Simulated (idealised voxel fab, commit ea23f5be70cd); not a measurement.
Proc. module: voxel wiring stack
Square cell edge 5 nm, section width 180 nm, ID cut.
How to read a cross-section here: the picture is a grid of square cells, written as bands going from the top down, and any band can span one or more rows of cells.
Band: top and bottom heights (nm) first, top before bottom; then materials from left to right, widths in nm. "all across" marks a sole material filling the band edge to edge. "air" denotes empty space.
It should be noted that heights are counted from 0, beneath which the wafer as supplied is of one material throughout, and that the lowest band possesses no lower boundary but continues downward, as written in "0 -> down".
A width such as "30 to 40" changes by the same amount from each row of cells to the next, from the band's top row to its bottom row.
Step marked "nothing got changed"? Then no cell in the cross-section changed in it.
The list in "Voids, sealed" covers empty spaces of 8 cells or more that cannot reach the top through any open way, and it gives each as width x height at distance; the distance is from the left edge, and width, height and distance are in nm.
On each step's line, the part that comes after the settings is the simulator's own comment on the step.
When a step includes a mask, the "overlay nm" setting on its line states how far to the right of its planned place that mask lay, and negative values state how far to the left.

This section lists the process steps that were planned:
1. RECEIVE with material Si
2. CONFORMAL_DEP with material SiO2, thk nm 10
3. CONFORMAL_DEP with material SiN, thk nm 5
4. DIRECTIONAL_DEP with material SiO2, thk nm 25
5. PATTERN with tone open, mask id METAL_1, material resist, width nm 30, pitch nm 60, thk nm 20, overlay nm 0
6. DIRECTIONAL_ETCH with etch materials SiO2, depth nm 25
7. DIRECTIONAL_ETCH with etch materials SiN, depth nm 5
8. STRIP with etch materials resist
9. CONFORMAL_DEP with material TiN, thk nm 5
10. FILL_DEP with material W, thk nm 5
11. CMP with height nm 40
12. CONFORMAL_DEP with material SiCN, thk nm 5
13. DIRECTIONAL_DEP with material SiO2, thk nm 10
14. MASKED_ETCH with tone open, mask id PLUG_1, width nm 15, etch materials SiO2, depth nm 10, overlay nm 0
15. MASKED_ETCH with tone open, mask id PLUG_1, width nm 15, etch materials SiCN, depth nm 5, overlay nm 0
16. CONFORMAL_DEP with material TiN, thk nm 5
17. FILL_DEP with material Cu, thk nm 5
18. CMP with height nm 55
19. DIRECTIONAL_DEP with material TiN, thk nm 5
20. DIRECTIONAL_DEP with material Ru, thk nm 25
21. PATTERN with tone cover, mask id METAL_2, material resist, width nm 30, pitch nm 60, thk nm 15, overlay nm 0
22. DIRECTIONAL_ETCH with etch materials Ru, depth nm 25
23. DIRECTIONAL_ETCH with etch materials TiN, depth nm 5
24. STRIP with etch materials resist
25. CONFORMAL_DEP with material SiCN, thk nm 5
26. FILL_DEP with material SiO2, thk nm 10
27. CMP with height nm 85
28. CONFORMAL_DEP with material SiCN, thk nm 5
29. DIRECTIONAL_DEP with material SiO2, thk nm 30
30. DIRECTIONAL_DEP with material aC, thk nm 10
31. PATTERN with tone open, mask id METAL_3_HOLES, material resist, width nm 15, pitch nm 60, thk nm 30, overlay nm 0
32. DIRECTIONAL_ETCH with etch materials aC, depth nm 10
33. STRIP with etch materials resist
34. DIRECTIONAL_ETCH with etch materials SiO2, depth nm 30
35. STRIP with etch materials aC
36. PATTERN with tone open, mask id METAL_3, material resist, width nm 30, pitch nm 60, thk nm 15, overlay nm 0
37. DIRECTIONAL_ETCH with etch materials SiO2, depth nm 20
38. DIRECTIONAL_ETCH with etch materials SiCN, depth nm 5
39. STRIP with etch materials resist
40. CONFORMAL_DEP with material TiN, thk nm 5
41. FILL_DEP with material Cu, thk nm 10
42. CMP with height nm 120
43. CONFORMAL_DEP with material SiN, thk nm 5

Here's what the wafer looked like in cross-section when it arrived - that's after step 1:
0 -> down: Si all across
Voids, sealed: none

End-of-module XS, first of two wafers, run as planned:
125 -> 120: SiN all across
120 -> 105: SiO2 (45); TiN (5); Cu (20); TiN (5); SiO2 (30); TiN (5); Cu (20); TiN (5); SiO2 (45)
105 -> 100: SiO2 (45); TiN (5); Cu (5); TiN (20); SiO2 (30); TiN (5); Cu (5); TiN (20); SiO2 (45)
100 -> 90: SiO2 (45); TiN (5); Cu (5); TiN (5); SiO2 (45); TiN (5); Cu (5); TiN (5); SiO2 (60)
90 -> 85: SiCN (45); TiN (15); SiCN (45); TiN (15); SiCN (60)
85 -> 60: SiO2 (40); SiCN (5); Ru (30); SiCN (5); SiO2 (20); SiCN (5); Ru (30); SiCN (5); SiO2 (40)
60 -> 55: SiCN (45); TiN (30); SiCN (30); TiN (30); SiCN (45)
55 -> 45: SiO2 (45); TiN (5); Cu (5); TiN (5); SiO2 (120)
45 -> 40: SiCN (45); TiN (15); SiCN (120)
40 -> 15: SiO2 (45); TiN (5); W (20); TiN (5); SiO2 (30); TiN (5); W (20); TiN (5); SiO2 (45)
15 -> 10: SiN (45); TiN (30); SiN (30); TiN (30); SiN (45)
10 -> 0: SiO2 all across
0 -> down: Si all across
Voids, sealed: none

Cross-sectional image of the second wafer of the two following completion of the module. Starting state and process plan were the same as for the first wafer; one execution error occurred:
125 -> 120: SiN all across
120 -> 105: SiO2 (45); TiN (5); Cu (20); TiN (5); SiO2 (30); TiN (5); Cu (20); TiN (5); SiO2 (45)
105 -> 100: SiO2 (45); TiN (5); Cu (5); TiN (20); SiO2 (30); TiN (5); Cu (5); TiN (20); SiO2 (45)
100 -> 90: SiO2 (45); TiN (5); Cu (5); TiN (5); SiO2 (45); TiN (5); Cu (5); TiN (5); SiO2 (60)
90 -> 85: SiCN (45); TiN (15); SiCN (45); TiN (15); SiCN (60)
85 -> 60: SiO2 (40); SiCN (5); Ru (30); SiCN (5); SiO2 (20); SiCN (5); Ru (30); SiCN (5); SiO2 (40)
60 -> 55: SiCN (45); TiN (30); SiCN (30); TiN (30); SiCN (45)
55 -> 45: SiO2 (45); TiN (5); Cu (5); TiN (5); SiO2 (120)
45 -> 40: SiCN (45); TiN (15); SiCN (120)
40 -> 15: W (40); TiN (5); SiO2 (30); TiN (5); W (20); TiN (5); SiO2 (30); TiN (5); W (40)
15 -> 10: TiN (45); SiN (30); TiN (30); SiN (30); TiN (45)
10 -> 0: SiO2 all across
0 -> down: Si all across
Voids, sealed: none
Here's what went sideways: step 5 ran as: PATTERN with tone cover, mask id METAL_1, material resist, width nm 30, pitch nm 60, thk nm 20, overlay nm 0
Bottom line after processing is that, in cells, the second wafer is up or down on some materials versus the first: -12 SiN, -60 SiO2, +12 TiN, +60 W
